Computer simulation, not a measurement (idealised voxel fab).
Title: Process Module voxel released beams
Pictured: cross-section cut, 250 nm wide, on a grid of 5 nm square cells.
A cross-section is written here as square cells arranged in a grid, and it is given in bands from the top down, each band taking up one or more rows of cells.
Band entry format. Leading values: height of top, height of bottom, nm. Remainder: materials in left-to-right order, each with its width in nm. Special words: "edge to edge" on a single material, which then fills the band edge to edge; "blank", empty space.
Heights are measured from 0, the level below which the as-received wafer is all one material; the lowest band has no bottom and continues downward, written as in "0 nm and below".
Width "30 to 40": first value at the band's top row of cells, second value at its bottom row, equal change from row to row.
"nothing was modified" for a step: no cell of the cross-section changed in that step.
This entry, "Sealed-off cavities", enumerates those empty regions of no fewer than 8 cells that possess no open connection to the top. Each region is reported in the form width x height at distance, the distance being taken from the left edge, with all three quantities expressed in nm.
It should be noted that, on the line of a given step, the content following the step's settings is a remark produced by the simulator itself with respect to that step.
Steps that use a mask can have "overlay nm" on their line. It says how far the mask sat to the right of where it was meant to be. Negative means to the left.
Layout of what follows: cross-section pairs, each bracketing one process step, the after cross-section shown only to the lowest band that changed, the step between and its settings noted under each pair. Pairs may originate in different runs of this module on the same starting wafer; a pair continues from the pair above only where its entry headed "before" says so.

before
- 0 nm and below = Si edge to edge
- Sealed-off cavities: none

Post-Step Section View
- 10 nm to 0 nm = SiN edge to edge
- Heights below 0 show no change.
- Sealed-off cavities: none
Step between the cross-sections above: CONFORMAL_DEP | material SiN | thk nm 10

before: = after-state of the pair above.

Post-Step Section View
- 25 nm to 10 nm = SiO2 edge to edge
- Heights below 10 show no change.
- Sealed-off cavities: none
Step between the cross-sections above: DIRECTIONAL_DEP | material SiO2 | thk nm 15

before: = after-state of the pair above.

Post-Step Section View
- 25 nm to 10 nm = 70 nm SiO2  35 nm blank  145 nm SiO2
- Heights below 10 show no change.
- Sealed-off cavities: none
Step between the cross-sections above: MASKED_ETCH | tone open | mask id ANCHOR | width nm 35 | etch materials SiO2 | depth nm 15 | overlay nm 0

before: = after-state of the pair above.

Post-Step Section View
- 40 nm to 25 nm = 85 nm W  5 nm blank  160 nm W
- 25 nm to 10 nm = 70 nm SiO2  35 nm W  145 nm SiO2
- Heights below 10 show no change.
- Sealed-off cavities: none
Step between the cross-sections above: CONFORMAL_DEP | material W | thk nm 15

before: = after-state of the pair above.

Post-Step Section View
- 55 nm to 40 nm = 65 nm blank  110 nm resist  75 nm blank
- 40 nm to 25 nm = 85 nm W  5 nm resist  160 nm W
- Heights below 25 show no change.
- Sealed-off cavities: none
Step between the cross-sections above: PATTERN | tone cover | mask id BEAM | material resist | width nm 110 | thk nm 15 | overlay nm 0

before: = after-state of the pair above.

Post-Step Section View
- 55 nm to 40 nm = 65 nm blank  110 nm resist  75 nm blank
- 40 nm to 25 nm = 65 nm blank  20 nm W  5 nm resist  85 nm W  75 nm blank
- Heights below 25 show no change.
- Sealed-off cavities: none
Step between the cross-sections above: DIRECTIONAL_ETCH | etch materials W | depth nm 15

before: = after-state of the pair above.

Post-Step Section View
- 40 nm to 25 nm = 65 nm blank  20 nm W  5 nm blank  85 nm W  75 nm blank
- Heights below 25 show no change.
- Sealed-off cavities: none
Step between the cross-sections above: STRIP | etch materials resist

before: = after-state of the pair above.

Post-Step Section View
- 40 nm to 25 nm = 65 nm blank  20 nm W  5 nm blank  85 nm W  75 nm blank
- 25 nm to 10 nm = 70 nm blank  35 nm W  145 nm blank
- Heights below 10 show no change.
- Sealed-off cavities: none
Step between the cross-sections above: STRIP | etch materials SiO2

before
- 0 nm and below = Si edge to edge
- Sealed-off cavities: none

Post-Step Section View
- 15 nm to 0 nm = SiO2 edge to edge
- Heights below 0 show no change.
- Sealed-off cavities: none
Step between the cross-sections above: DIRECTIONAL_DEP | material SiO2 | thk nm 15

before: = after-state of the pair above.

Post-Step Section View
- 15 nm to 0 nm = 70 nm SiO2  35 nm blank  145 nm SiO2
- Heights below 0 show no change.
- Sealed-off cavities: none
Step between the cross-sections above: MASKED_ETCH | tone open | mask id ANCHOR | width nm 35 | etch materials SiO2 | depth nm 15 | overlay nm 0

before: = after-state of the pair above.

Post-Step Section View
- 30 nm to 15 nm = 85 nm W  5 nm blank  160 nm W
- 15 nm to 0 nm = 70 nm SiO2  35 nm W  145 nm SiO2
- Heights below 0 show no change.
- Sealed-off cavities: none
Step between the cross-sections above: CONFORMAL_DEP | material W | thk nm 15

before: = after-state of the pair above.

Post-Step Section View
- 45 nm to 30 nm = 65 nm blank  110 nm resist  75 nm blank
- 30 nm to 15 nm = 85 nm W  5 nm resist  160 nm W
- Heights below 15 show no change.
- Sealed-off cavities: none
Step between the cross-sections above: PATTERN | tone cover | mask id BEAM | material resist | width nm 110 | thk nm 15 | overlay nm 0

before: = after-state of the pair above.

Post-Step Section View
- 45 nm to 30 nm = 65 nm blank  110 nm resist  75 nm blank
- 30 nm to 15 nm = 65 nm blank  20 nm W  5 nm resist  85 nm W  75 nm blank
- Heights below 15 show no change.
- Sealed-off cavities: none
Step between the cross-sections above: DIRECTIONAL_ETCH | etch materials W | depth nm 15

before: = after-state of the pair above.

Post-Step Section View
- 30 nm to 15 nm = 65 nm blank  20 nm W  5 nm blank  85 nm W  75 nm blank
- Heights below 15 show no change.
- Sealed-off cavities: none
Step between the cross-sections above: STRIP | etch materials resist

before: = after-state of the pair above.

Post-Step Section View
- 30 nm to 15 nm = 65 nm blank  20 nm W  5 nm blank  85 nm W  75 nm blank
- 15 nm to 0 nm = 70 nm blank  35 nm W  145 nm blank
- Heights below 0 show no change.
- Sealed-off cavities: none
Step between the cross-sections above: STRIP | etch materials SiO2

before
- 40 nm to 25 nm = 85 nm W  5 nm blank  160 nm W
- 25 nm to 10 nm = 70 nm SiO2  35 nm W  145 nm SiO2
- 10 nm to 0 nm = SiN edge to edge
- 0 nm and below = Si edge to edge
- Sealed-off cavities: none

Post-Step Section View
- 55 nm to 25 nm = W edge to edge
- Heights below 25 show no change.
- Sealed-off cavities: none
Step between the cross-sections above: CONFORMAL_DEP | material W | thk nm 15

before: = after-state of the pair above.

Post-Step Section View
- 70 nm to 55 nm = 65 nm blank  110 nm resist  75 nm blank
- Heights below 55 show no change.
- Sealed-off cavities: none
Step between the cross-sections above: PATTERN | tone cover | mask id BEAM | material resist | width nm 110 | thk nm 15 | overlay nm 0

before: = after-state of the pair above.

Post-Step Section View
- 70 nm to 55 nm = 65 nm blank  110 nm resist  75 nm blank
- 55 nm to 40 nm = 65 nm blank  110 nm W  75 nm blank
- Heights below 40 show no change.
- Sealed-off cavities: none
Step between the cross-sections above: DIRECTIONAL_ETCH | etch materials W | depth nm 15

before: = after-state of the pair above.

Post-Step Section View
- 55 nm to 40 nm = 65 nm blank  110 nm W  75 nm blank
- Heights below 40 show no change.
- Sealed-off cavities: none
Step between the cross-sections above: STRIP | etch materials resist

before
- 15 nm to 0 nm = SiO2 edge to edge
- 0 nm and below = Si edge to edge
- Sealed-off cavities: none

Post-Step Section View
- 25 nm to 15 nm = SiN edge to edge
- Heights below 15 show no change.
- Sealed-off cavities: none
Step between the cross-sections above: CONFORMAL_DEP | material SiN | thk nm 10

before: = after-state of the pair above.

Post-Step Section View
- 40 nm to 25 nm = W edge to edge
- Heights below 25 show no change.
- Sealed-off cavities: none
Step between the cross-sections above: CONFORMAL_DEP | material W | thk nm 15

before: = after-state of the pair above.

Post-Step Section View
- 55 nm to 40 nm = 65 nm blank  110 nm resist  75 nm blank
- Heights below 40 show no change.
- Sealed-off cavities: none
Step between the cross-sections above: PATTERN | tone cover | mask id BEAM | material resist | width nm 110 | thk nm 15 | overlay nm 0

before: = after-state of the pair above.

Post-Step Section View
- 55 nm to 40 nm = 65 nm blank  110 nm resist  75 nm blank
- 40 nm to 25 nm = 65 nm blank  110 nm W  75 nm blank
- Heights below 25 show no change.
- Sealed-off cavities: none
Step between the cross-sections above: DIRECTIONAL_ETCH | etch materials W | depth nm 15

before: = after-state of the pair above.

Post-Step Section View
- 40 nm to 25 nm = 65 nm blank  110 nm W  75 nm blank
- Heights below 25 show no change.
- Sealed-off cavities: none
Step between the cross-sections above: STRIP | etch materials resist

before
- 55 nm to 40 nm = 65 nm blank  110 nm resist  75 nm blank
- 40 nm to 25 nm = 85 nm W  5 nm resist  160 nm W
- 25 nm to 10 nm = 70 nm SiO2  35 nm W  145 nm SiO2
- 10 nm to 0 nm = SiN edge to edge
- 0 nm and below = Si edge to edge
- Sealed-off cavities: none

Post-Step Section View
- 55 nm to 40 nm = 65 nm blank  110 nm resist  75 nm blank
- 40 nm to 35 nm = 65 nm blank  20 nm W  5 nm resist  85 nm W  75 nm blank
- Heights below 35 show no change.
- Sealed-off cavities: none
Step between the cross-sections above: DIRECTIONAL_ETCH | etch materials W | depth nm 5

before: = after-state of the pair above.

Post-Step Section View
- 40 nm to 35 nm = 65 nm blank  20 nm W  5 nm blank  85 nm W  75 nm blank
- 35 nm to 25 nm = 85 nm W  5 nm blank  160 nm W
- Heights below 25 show no change.
- Sealed-off cavities: none
Step between the cross-sections above: STRIP | etch materials resist

before
- 25 nm to 10 nm = SiO2 edge to edge
- 10 nm to 0 nm = SiN edge to edge
- 0 nm and below = Si edge to edge
- Sealed-off cavities: none

Post-Step Section View
- 25 nm to 10 nm = 65 nm SiO2  45 nm blank  140 nm SiO2
- Heights below 10 show no change.
- Sealed-off cavities: none
Step between the cross-sections above: MASKED_ETCH | tone open | mask id ANCHOR | width nm 45 | etch materials SiO2 | depth nm 15 | overlay nm 0

before: = after-state of the pair above.

Post-Step Section View
- 40 nm to 25 nm = 80 nm W  15 nm blank  155 nm W
- 25 nm to 10 nm = 65 nm SiO2  45 nm W  140 nm SiO2
- Heights below 10 show no change.
- Sealed-off cavities: none
Step between the cross-sections above: CONFORMAL_DEP | material W | thk nm 15

before: = after-state of the pair above.

Post-Step Section View
- 55 nm to 40 nm = 65 nm blank  110 nm resist  75 nm blank
- 40 nm to 25 nm = 80 nm W  15 nm resist  155 nm W
- Heights below 25 show no change.
- Sealed-off cavities: none
Step between the cross-sections above: PATTERN | tone cover | mask id BEAM | material resist | width nm 110 | thk nm 15 | overlay nm 0

before: = after-state of the pair above.

Post-Step Section View
- 55 nm to 40 nm = 65 nm blank  110 nm resist  75 nm blank
- 40 nm to 25 nm = 65 nm blank  15 nm W  15 nm resist  80 nm W  75 nm blank
- Heights below 25 show no change.
- Sealed-off cavities: none
Step between the cross-sections above: DIRECTIONAL_ETCH | etch materials W | depth nm 15

before: = after-state of the pair above.

Post-Step Section View
- 40 nm to 25 nm = 65 nm blank  15 nm W  15 nm blank  80 nm W  75 nm blank
- Heights below 25 show no change.
- Sealed-off cavities: none
Step between the cross-sections above: STRIP | etch materials resist

before: = after-state of the pair above.

Post-Step Section View
- 40 nm to 25 nm = 65 nm blank  15 nm W  15 nm blank  80 nm W  75 nm blank
- 25 nm to 10 nm = 65 nm blank  45 nm W  140 nm blank
- Heights below 10 show no change.
- Sealed-off cavities: none
Step between the cross-sections above: STRIP | etch materials SiO2

before
- 25 nm to 10 nm = SiO2 edge to edge
- 10 nm to 0 nm = SiN edge to edge
- 0 nm and below = Si edge to edge
- Sealed-off cavities: none

Post-Step Section View
- 25 nm to 10 nm = 75 nm SiO2  35 nm blank  140 nm SiO2
- Heights below 10 show no change.
- Sealed-off cavities: none
Step between the cross-sections above: MASKED_ETCH | tone open | mask id ANCHOR | width nm 35 | etch materials SiO2 | depth nm 15 | overlay nm 5

before: = after-state of the pair above.

Post-Step Section View
- 40 nm to 25 nm = 90 nm W  5 nm blank  155 nm W
- 25 nm to 10 nm = 75 nm SiO2  35 nm W  140 nm SiO2
- Heights below 10 show no change.
- Sealed-off cavities: none
Step between the cross-sections above: CONFORMAL_DEP | material W | thk nm 15

before: = after-state of the pair above.

Post-Step Section View
- 55 nm to 40 nm = 65 nm blank  110 nm resist  75 nm blank
- 40 nm to 25 nm = 90 nm W  5 nm resist  155 nm W
- Heights below 25 show no change.
- Sealed-off cavities: none
Step between the cross-sections above: PATTERN | tone cover | mask id BEAM | material resist | width nm 110 | thk nm 15 | overlay nm 0

before: = after-state of the pair above.

Post-Step Section View
- 55 nm to 40 nm = 65 nm blank  110 nm resist  75 nm blank
- 40 nm to 25 nm = 65 nm blank  25 nm W  5 nm resist  80 nm W  75 nm blank
- Heights below 25 show no change.
- Sealed-off cavities: none
Step between the cross-sections above: DIRECTIONAL_ETCH | etch materials W | depth nm 15

before: = after-state of the pair above.

Post-Step Section View
- 40 nm to 25 nm = 65 nm blank  25 nm W  5 nm blank  80 nm W  75 nm blank
- Heights below 25 show no change.
- Sealed-off cavities: none
Step between the cross-sections above: STRIP | etch materials resist

before: = after-state of the pair above.

Post-Step Section View
- 40 nm to 25 nm = 65 nm blank  25 nm W  5 nm blank  80 nm W  75 nm blank
- 25 nm to 10 nm = 75 nm blank  35 nm W  140 nm blank
- Heights below 10 show no change.
- Sealed-off cavities: none
Step between the cross-sections above: STRIP | etch materials SiO2

before
- 0 nm and below = Si edge to edge
- Sealed-off cavities: none

Post-Step Section View
- 10 nm to 0 nm = SiO2 edge to edge
- Heights below 0 show no change.
- Sealed-off cavities: none
Step between the cross-sections above: CONFORMAL_DEP | material SiO2 | thk nm 10

before: = after-state of the pair above.

Post-Step Section View
- 25 nm to 0 nm = SiO2 edge to edge
- Heights below 0 show no change.
- Sealed-off cavities: none
Step between the cross-sections above: DIRECTIONAL_DEP | material SiO2 | thk nm 15

before: = after-state of the pair above.

Post-Step Section View
- 25 nm to 10 nm = 70 nm SiO2  35 nm blank  145 nm SiO2
- Heights below 10 show no change.
- Sealed-off cavities: none
Step between the cross-sections above: MASKED_ETCH | tone open | mask id ANCHOR | width nm 35 | etch materials SiO2 | depth nm 15 | overlay nm 0

before: = after-state of the pair above.

Post-Step Section View
- 40 nm to 25 nm = 85 nm W  5 nm blank  160 nm W
- 25 nm to 10 nm = 70 nm SiO2  35 nm W  145 nm SiO2
- Heights below 10 show no change.
- Sealed-off cavities: none
Step between the cross-sections above: CONFORMAL_DEP | material W | thk nm 15

before: = after-state of the pair above.

Post-Step Section View
- 55 nm to 40 nm = 65 nm blank  110 nm resist  75 nm blank
- 40 nm to 25 nm = 85 nm W  5 nm resist  160 nm W
- Heights below 25 show no change.
- Sealed-off cavities: none
Step between the cross-sections above: PATTERN | tone cover | mask id BEAM | material resist | width nm 110 | thk nm 15 | overlay nm 0

before: = after-state of the pair above.

Post-Step Section View
- 55 nm to 40 nm = 65 nm blank  110 nm resist  75 nm blank
- 40 nm to 25 nm = 65 nm blank  20 nm W  5 nm resist  85 nm W  75 nm blank
- Heights below 25 show no change.
- Sealed-off cavities: none
Step between the cross-sections above: DIRECTIONAL_ETCH | etch materials W | depth nm 15

before: = after-state of the pair above.

Post-Step Section View
- 40 nm to 25 nm = 65 nm blank  20 nm W  5 nm blank  85 nm W  75 nm blank
- Heights below 25 show no change.
- Sealed-off cavities: none
Step between the cross-sections above: STRIP | etch materials resist

before: = after-state of the pair above.

Post-Step Section View
- 0 nm and below = Si edge to edge
- Sealed-off cavities: none
Step between the cross-sections above: STRIP | etch materials SiO2

before
- 25 nm to 10 nm = SiO2 edge to edge
- 10 nm to 0 nm = SiN edge to edge
- 0 nm and below = Si edge to edge
- Sealed-off cavities: none

Post-Step Section View
- 25 nm to 10 nm = 70 nm blank  35 nm SiO2  145 nm blank
- Heights below 10 show no change.
- Sealed-off cavities: none
Step between the cross-sections above: MASKED_ETCH | tone cover | mask id ANCHOR | width nm 35 | etch materials SiO2 | depth nm 15 | overlay nm 0

before: = after-state of the pair above.

Post-Step Section View
- 40 nm to 25 nm = 55 nm blank  65 nm W  130 nm blank
- 25 nm to 10 nm = 70 nm W  35 nm SiO2  145 nm W
- Heights below 10 show no change.
- Sealed-off cavities: none
Step between the cross-sections above: CONFORMAL_DEP | material W | thk nm 15

before: = after-state of the pair above.

Post-Step Section View
- 55 nm to 40 nm = 65 nm blank  110 nm resist  75 nm blank
- 40 nm to 25 nm = 55 nm blank  65 nm W  55 nm resist  75 nm blank
- Heights below 25 show no change.
- Sealed-off cavities: none
Step between the cross-sections above: PATTERN | tone cover | mask id BEAM | material resist | width nm 110 | thk nm 15 | overlay nm 0

before: = after-state of the pair above.

Post-Step Section View
- 55 nm to 40 nm = 65 nm blank  110 nm resist  75 nm blank
- 40 nm to 25 nm = 65 nm blank  55 nm W  55 nm resist  75 nm blank
- 25 nm to 10 nm = 55 nm blank  15 nm W  35 nm SiO2  70 nm W  75 nm blank
- Heights below 10 show no change.
- Sealed-off cavities: none
Step between the cross-sections above: DIRECTIONAL_ETCH | etch materials W | depth nm 15

before: = after-state of the pair above.

Post-Step Section View
- 40 nm to 25 nm = 65 nm blank  55 nm W  130 nm blank
- Heights below 25 show no change.
- Sealed-off cavities: none
Step between the cross-sections above: STRIP | etch materials resist
